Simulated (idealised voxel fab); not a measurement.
Documented hereafter: the process module known as voxel gate over fins.
The figure presents cross-section cut, which has a width of 245 nm and is divided into square cells with an edge length of 5 nm.
Cross-section layout: square cells on a grid; listed as bands, top to bottom; a band spans one or more cell rows.
This entry defines a band. It first specifies the height of the band's top and the height of its bottom in nm, and then specifies the band's materials from left to right, stating each material with its width in nm. The word "full width" identifies a single material that fills the band from edge to edge, while the word "blank" identifies empty space.
Height is counted from the level 0, under which the received wafer is composed throughout of one material. The lowest of the bands is not closed at the bottom but continues downward, in the notation "top 0, no bottom".
The notation "30 to 40" denotes a width that varies across the rows of cells in the band, beginning at the first number in the top row, finishing at the second number in the bottom row, and changing by an identical amount from each row to the next.
Take "everything unchanged" at face value: in the step it is given for, the cross-section changed in none of its cells.
The label "Listed closed voids" introduces a list of the empty spaces, 8 cells or larger, that have no open way up to the top; each entry in it reads width x height at distance, where the distance is taken from the left edge and all three are stated in nm.
What comes after the settings on a step's line is commentary from the simulator itself on that step.
"overlay nm" answers the question of how far to the right of plan the mask lay on a step that has a mask, and when it is negative the answer is to the left.

-- The process steps that were planned are listed below
1,RECEIVE [material Si]
2,CONFORMAL_DEP [material SiN] [thk nm 10]
3,PATTERN [tone cover] [mask id FINS] [material resist] [width nm 15] [pitch nm 35] [thk nm 20] [overlay nm 0]
4,DIRECTIONAL_ETCH [etch materials SiN] [depth nm 10]
5,DIRECTIONAL_ETCH [etch materials Si] [depth nm 40]
6,STRIP [etch materials resist]
7,FILL_DEP [material SiO2] [thk nm 5]
8,CMP [height nm 10]
9,SELECTIVE_ETCH [etch materials SiO2] [depth nm 20]
10,STRIP [etch materials SiN]
11,CONFORMAL_DEP [material HfO2] [thk nm 5]
12,CONFORMAL_DEP [material TiN] [thk nm 5]
13,FILL_DEP [material W] [thk nm 10]
14,CMP [height nm 15]
15,CONFORMAL_DEP [material SiN] [thk nm 10]

-- First of two wafers: run as planned

-- As-received wafer cross-section (after step 1)
    top 0, no bottom: Si full width
    Listed closed voids: none

-- Sectional view: wafer, after step 2
    top 10, bottom 0: SiN full width
    below 0: unchanged

-- Sectional view: wafer, after step 3
    top 30, bottom 10: blank: 95, then resist: 15, then blank: 20, then resist: 15, then blank: 100
    below 10: unchanged

-- Sectional view: wafer, after step 4
    top 30, bottom 10: blank: 95, then resist: 15, then blank: 20, then resist: 15, then blank: 100
    top 10, bottom 0: blank: 95, then SiN: 15, then blank: 20, then SiN: 15, then blank: 100
    below 0: unchanged

-- Sectional view: wafer, after step 5
    top 30, bottom 10: blank: 95, then resist: 15, then blank: 20, then resist: 15, then blank: 100
    top 10, bottom 0: blank: 95, then SiN: 15, then blank: 20, then SiN: 15, then blank: 100
    top 0, bottom -40: blank: 95, then Si: 15, then blank: 20, then Si: 15, then blank: 100
    below -40: unchanged

-- Sectional view: wafer, after step 6
    top 10, bottom 0: blank: 95, then SiN: 15, then blank: 20, then SiN: 15, then blank: 100
    below 0: unchanged

-- Sectional view: wafer, after step 7
    top 15, bottom 10: SiO2 full width
    top 10, bottom 0: SiO2: 95, then SiN: 15, then SiO2: 20, then SiN: 15, then SiO2: 100
    top 0, bottom -40: SiO2: 95, then Si: 15, then SiO2: 20, then Si: 15, then SiO2: 100
    below -40: unchanged

-- Sectional view: wafer, after step 8
    top 10, bottom 0: SiO2: 95, then SiN: 15, then SiO2: 20, then SiN: 15, then SiO2: 100
    below 0: unchanged

-- Sectional view: wafer, after step 9
    top 10, bottom 0: blank: 95, then SiN: 15, then blank: 20, then SiN: 15, then blank: 100
    top 0, bottom -10: blank: 95, then Si: 15, then blank: 20, then Si: 15, then blank: 100
    below -10: unchanged

-- Sectional view: wafer, after step 10
    top 0, bottom -10: blank: 95, then Si: 15, then blank: 20, then Si: 15, then blank: 100
    below -10: unchanged

-- Sectional view: wafer, after step 11
    top 5, bottom 0: blank: 90, then HfO2: 25, then blank: 10, then HfO2: 25, then blank: 95
    top 0, bottom -5: blank: 90, then HfO2: 5, then Si: 15, then HfO2: 5, then blank: 10, then HfO2: 5, then Si: 15, then HfO2: 5, then blank: 95
    top -5, bottom -10: HfO2: 95, then Si: 15, then HfO2: 20, then Si: 15, then HfO2: 100
    below -10: unchanged

-- Sectional view: wafer, after step 12
    top 10, bottom 5: blank: 85, then TiN: 70, then blank: 90
    top 5, bottom 0: blank: 85, then TiN: 5, then HfO2: 25, then TiN: 10, then HfO2: 25, then TiN: 5, then blank: 90
    top 0, bottom -5: TiN: 90, then HfO2: 5, then Si: 15, then HfO2: 5, then TiN: 10, then HfO2: 5, then Si: 15, then HfO2: 5, then TiN: 95
    below -5: unchanged

-- Sectional view: wafer, after step 13
    top 20, bottom 10: W full width
    top 10, bottom 5: W: 85, then TiN: 70, then W: 90
    top 5, bottom 0: W: 85, then TiN: 5, then HfO2: 25, then TiN: 10, then HfO2: 25, then TiN: 5, then W: 90
    below 0: unchanged

-- Sectional view: wafer, after step 14
    top 15, bottom 10: W full width
    below 10: unchanged

-- Sectional view: wafer, after step 15
    top 25, bottom 15: SiN full width
    below 15: unchanged

-- Here the second wafer is described. Its start and its plan were those of the first wafer. Its run contained one mistake. Up to and including step 4, it did exactly what the first wafer did

-- Cross-section of the second wafer when, according to plan, step 5 should have finished
    top 30, bottom 10: blank: 95, then resist: 15, then blank: 20, then resist: 15, then blank: 100
    top 10, bottom 0: blank: 95, then SiN: 15, then blank: 20, then SiN: 15, then blank: 100
    top 0, bottom -80: blank: 95, then Si: 15, then blank: 20, then Si: 15, then blank: 100
    below -80: unchanged

-- Cross-section of the second wafer when, according to plan, step 6 should have finished
    top 10, bottom 0: blank: 95, then SiN: 15, then blank: 20, then SiN: 15, then blank: 100
    below 0: unchanged

-- Cross-section of the second wafer when, according to plan, step 7 should have finished
    top 15, bottom 10: SiO2 full width
    top 10, bottom 0: SiO2: 95, then SiN: 15, then SiO2: 20, then SiN: 15, then SiO2: 100
    top 0, bottom -80: SiO2: 95, then Si: 15, then SiO2: 20, then Si: 15, then SiO2: 100
    below -80: unchanged

-- Cross-section of the second wafer when, according to plan, step 8 should have finished
    top 10, bottom 0: SiO2: 95, then SiN: 15, then SiO2: 20, then SiN: 15, then SiO2: 100
    below 0: unchanged

-- Cross-section of the second wafer when, according to plan, step 9 should have finished
    top 10, bottom 0: blank: 95, then SiN: 15, then blank: 20, then SiN: 15, then blank: 100
    top 0, bottom -10: blank: 95, then Si: 15, then blank: 20, then Si: 15, then blank: 100
    below -10: unchanged

-- Cross-section of the second wafer when, according to plan, step 10 should have finished
    top 0, bottom -10: blank: 95, then Si: 15, then blank: 20, then Si: 15, then blank: 100
    below -10: unchanged

-- Cross-section of the second wafer when, according to plan, step 11 should have finished
    top 5, bottom 0: blank: 90, then HfO2: 25, then blank: 10, then HfO2: 25, then blank: 95
    top 0, bottom -5: blank: 90, then HfO2: 5, then Si: 15, then HfO2: 5, then blank: 10, then HfO2: 5, then Si: 15, then HfO2: 5, then blank: 95
    top -5, bottom -10: HfO2: 95, then Si: 15, then HfO2: 20, then Si: 15, then HfO2: 100
    below -10: unchanged

-- Cross-section of the second wafer when, according to plan, step 12 should have finished
    top 10, bottom 5: blank: 85, then TiN: 70, then blank: 90
    top 5, bottom 0: blank: 85, then TiN: 5, then HfO2: 25, then TiN: 10, then HfO2: 25, then TiN: 5, then blank: 90
    top 0, bottom -5: TiN: 90, then HfO2: 5, then Si: 15, then HfO2: 5, then TiN: 10, then HfO2: 5, then Si: 15, then HfO2: 5, then TiN: 95
    below -5: unchanged

-- Cross-section of the second wafer when, according to plan, step 13 should have finished
    top 20, bottom 10: W full width
    top 10, bottom 5: W: 85, then TiN: 70, then W: 90
    top 5, bottom 0: W: 85, then TiN: 5, then HfO2: 25, then TiN: 10, then HfO2: 25, then TiN: 5, then W: 90
    below 0: unchanged

-- Cross-section of the second wafer when, according to plan, step 14 should have finished
    top 15, bottom 10: W full width
    below 10: unchanged

-- Cross-section of the second wafer when, according to plan, step 15 should have finished
    top 25, bottom 15: SiN full width
    below 15: unchanged
Nonconformance to the process plan: the plan's step 5 ran twice
The closing comparison, in cells, has the second wafer with more or fewer of some materials than the first: Si: 344 fewer; SiO2: 344 more
